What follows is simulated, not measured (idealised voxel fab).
A process module follows: voxel spacer lines.
Section shown: cut. Width: 175 nm. Cell size: 5 nm, square.
If you're reading a cross-section in this doc, picture square cells in a grid; it comes to you as bands, top ones listed first down to the bottom, and a band can be one or more rows of cells.
A band entry consists of two parts. The first gives the height of the band's top and the height of its bottom, in nm. The rest lists the band's materials from left to right, each with its width in nm. A single material labelled with the word "full width" fills the band from edge to edge, and the word "air" marks empty space.
Height is counted from the level 0, under which the received wafer is composed throughout of one material. The lowest of the bands is not closed at the bottom but continues downward, in the notation "0..down".
Graded width ("30..40"): value in top row of band = first number; value in bottom row = second number; row-to-row change constant.
Step marked "changes: none"? Then no cell in the cross-section changed in it.
Voids not open to the top, 8 cells minimum: see "Unvented voids". Written width x height at distance; distance is from the left edge; nm.
That trailing text on a step's line, after the settings, is the simulator's own remark on the step.
overlay nm: mask offset rightward from planned place, masked step; negative means leftward offset.

This section lists the process steps that were planned
1,RECEIVE,material Si
2,CONFORMAL_DEP,material Al2O3,thk nm 5
3,DIRECTIONAL_DEP,material SiN,thk nm 15
4,DIRECTIONAL_DEP,material aC,thk nm 25
5,PATTERN,tone cover,mask id MANDREL,material resist,width nm 15,pitch nm 50,thk nm 30,overlay nm 0
6,DIRECTIONAL_ETCH,etch materials aC,depth nm 25
7,STRIP,etch materials resist
8,CONFORMAL_DEP,material SiO2,thk nm 10
9,DIRECTIONAL_ETCH,etch materials SiO2,depth nm 10
10,STRIP,etch materials aC
11,DIRECTIONAL_ETCH,etch materials SiN,depth nm 15
12,STRIP,etch materials SiO2

The cross-section here shows the wafer as received, i.e. in its state after step 1
* 0..down  Si full width
* Unvented voids: none

The module was run from the start shown above using the plan shown above, but one mistake was made doing it; the resulting wafer cross-section is below
* 20..5  air=20 / SiN=35 / air=15 / SiN=35 / air=15 / SiN=35 / air=20
* 5..0  Al2O3 full width
* 0..down  Si full width
* Unvented voids: none
What was done differently from what was planned? ran 10 and 11 in swapped order versus the plan
